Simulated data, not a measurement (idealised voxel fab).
process module | voxel gate over fins
cross-section cut | 230 nm wide | cells 5 nm
A cross-section is a grid of square cells, given in bands from the top down. A band is one or more rows of cells.
Each band's line starts with the height of the band's top and of its bottom, in nm. Then come its materials from left to right, each with its width in nm. One material with "throughout" fills the band from edge to edge. "air" is empty space.
Height 0 is the level under which the wafer as received is all one material. The lowest band goes on downwards, as in "0 down".
A width such as "30 to 40" changes by the same amount from each row of cells to the next, from the band's top row to its bottom row.
"no change" after a step means that no cell of the cross-section changed.
closed voids: empty space of 8 cells or more with no open way to the top, each as width x height at its distance from the left edge, in nm
after a step's settings: what the simulator itself notes on the step
overlay nm, on a step with a mask: how far to the right of its planned place the mask lay; to the left if negative
plan
1 op RECEIVE | material Si
2 op CONFORMAL_DEP | material SiN | thk nm 5
3 op PATTERN | tone cover | mask id FINS | material resist | width nm 15 | pitch nm 60 | thk nm 20 | overlay nm 0
4 op DIRECTIONAL_ETCH | etch materials SiN | depth nm 5
5 op DIRECTIONAL_ETCH | etch materials Si | depth nm 35
6 op STRIP | etch materials resist
7 op OXIDIZE | depth nm 5
8 op FILL_DEP | material SiO2 | thk nm 15
9 op CMP | height nm 5
10 op PATTERN | tone open | mask id RAIL | material resist | width nm 15 | thk nm 20 | overlay nm 0
11 op DIRECTIONAL_ETCH | etch materials SiO2 | depth nm 35
12 op STRIP | etch materials resist
13 op CONFORMAL_DEP | material TiN | thk nm 5
14 op FILL_DEP | material Ru | thk nm 10
15 op CMP | height nm 5
16 op SELECTIVE_ETCH | etch materials W Ru TiN | depth nm 30
17 op FILL_DEP | material SiO2 | thk nm 5
18 op CMP | height nm 5
19 op SELECTIVE_ETCH | etch materials SiO2 | depth nm 20
20 op STRIP | etch materials SiN
21 op CONFORMAL_DEP | material HfO2 | thk nm 5
22 op CONFORMAL_DEP | material TiN | thk nm 5
23 op CONFORMAL_DEP | material TiAl | thk nm 5
24 op CONFORMAL_DEP | material TiN | thk nm 5
25 op FILL_DEP | material W | thk nm 15
26 op CMP | height nm 30
27 op CONFORMAL_DEP | material SiN | thk nm 10
as received, after step 1
  0 down: Si throughout
  closed voids: none
first wafer at the end, as planned
  40 to 30: SiN throughout
  30 to 20: W throughout
  20 to 15: W 60 | TiN 45 | W 15 | TiN 45 | W 65
  15 to 10: W 60 | TiN 5 | TiAl 35 | TiN 5 | W 15 | TiN 5 | TiAl 35 | TiN 5 | W 65
  10 to 5: W 60 | TiN 5 | TiAl 5 | TiN 25 | TiAl 5 | TiN 5 | W 15 | TiN 5 | TiAl 5 | TiN 25 | TiAl 5 | TiN 5 | W 65
  5 to 0: TiN 65 | TiAl 5 | TiN 5 | HfO2 15 | TiN 5 | TiAl 5 | TiN 25 | TiAl 5 | TiN 5 | HfO2 15 | TiN 5 | TiAl 5 | TiN 70
  0 to -5: TiAl 70 | TiN 5 | HfO2 5 | Si 5 | HfO2 5 | TiN 5 | TiAl 35 | TiN 5 | HfO2 5 | Si 5 | HfO2 5 | TiN 5 | TiAl 75
  -5 to -10: TiN 75 | HfO2 5 | Si 5 | HfO2 5 | TiN 45 | HfO2 5 | Si 5 | HfO2 5 | TiN 80
  -10 to -15: HfO2 80 | Si 5 | HfO2 55 | Si 5 | HfO2 85
  -15 to -25: SiO2 80 | Si 5 | SiO2 55 | Si 5 | SiO2 85
  -25 to -30: SiO2 80 | Si 5 | SiO2 20 | TiN 15 | SiO2 20 | Si 5 | SiO2 85
  -30 to -40: SiO2 80 | Si 5 | SiO2 55 | Si 5 | SiO2 85
  -40 down: Si throughout
  closed voids: none
second wafer at the end: like start, like plan, one mistake
  40 to 30: SiN throughout
  30 to 20: W throughout
  20 to 15: W 60 | TiN 45 | W 15 | TiN 45 | W 65
  15 to 10: W 60 | TiN 5 | TiAl 35 | TiN 5 | W 15 | TiN 5 | TiAl 35 | TiN 5 | W 65
  10 to 5: W 60 | TiN 5 | TiAl 5 | TiN 25 | TiAl 5 | TiN 5 | W 15 | TiN 5 | TiAl 5 | TiN 25 | TiAl 5 | TiN 5 | W 65
  5 to 0: TiN 65 | TiAl 5 | TiN 5 | HfO2 15 | TiN 5 | TiAl 5 | TiN 25 | TiAl 5 | TiN 5 | HfO2 15 | TiN 5 | TiAl 5 | TiN 70
  0 to -5: TiAl 70 | TiN 5 | HfO2 5 | Si 5 | HfO2 5 | TiN 5 | TiAl 35 | TiN 5 | HfO2 5 | Si 5 | HfO2 5 | TiN 5 | TiAl 75
  -5 to -10: TiN 75 | HfO2 5 | Si 5 | HfO2 5 | TiN 45 | HfO2 5 | Si 5 | HfO2 5 | TiN 80
  -10 to -15: HfO2 80 | Si 5 | HfO2 55 | Si 5 | HfO2 85
  -15 to -25: SiO2 80 | Si 5 | SiO2 55 | Si 5 | SiO2 85
  -25 to -30: SiO2 80 | Si 5 | SiO2 15 | TiN 25 | SiO2 15 | Si 5 | SiO2 85
  -30 to -40: SiO2 80 | Si 5 | SiO2 55 | Si 5 | SiO2 85
  -40 down: Si throughout
  closed voids: none
what went wrong: step 10 ran as: op PATTERN | tone open | mask id RAIL | material resist | width nm 25 | thk nm 20 | overlay nm 0
at the end the second wafer has, in cells: 2 fewer of SiO2 | 2 more of TiN
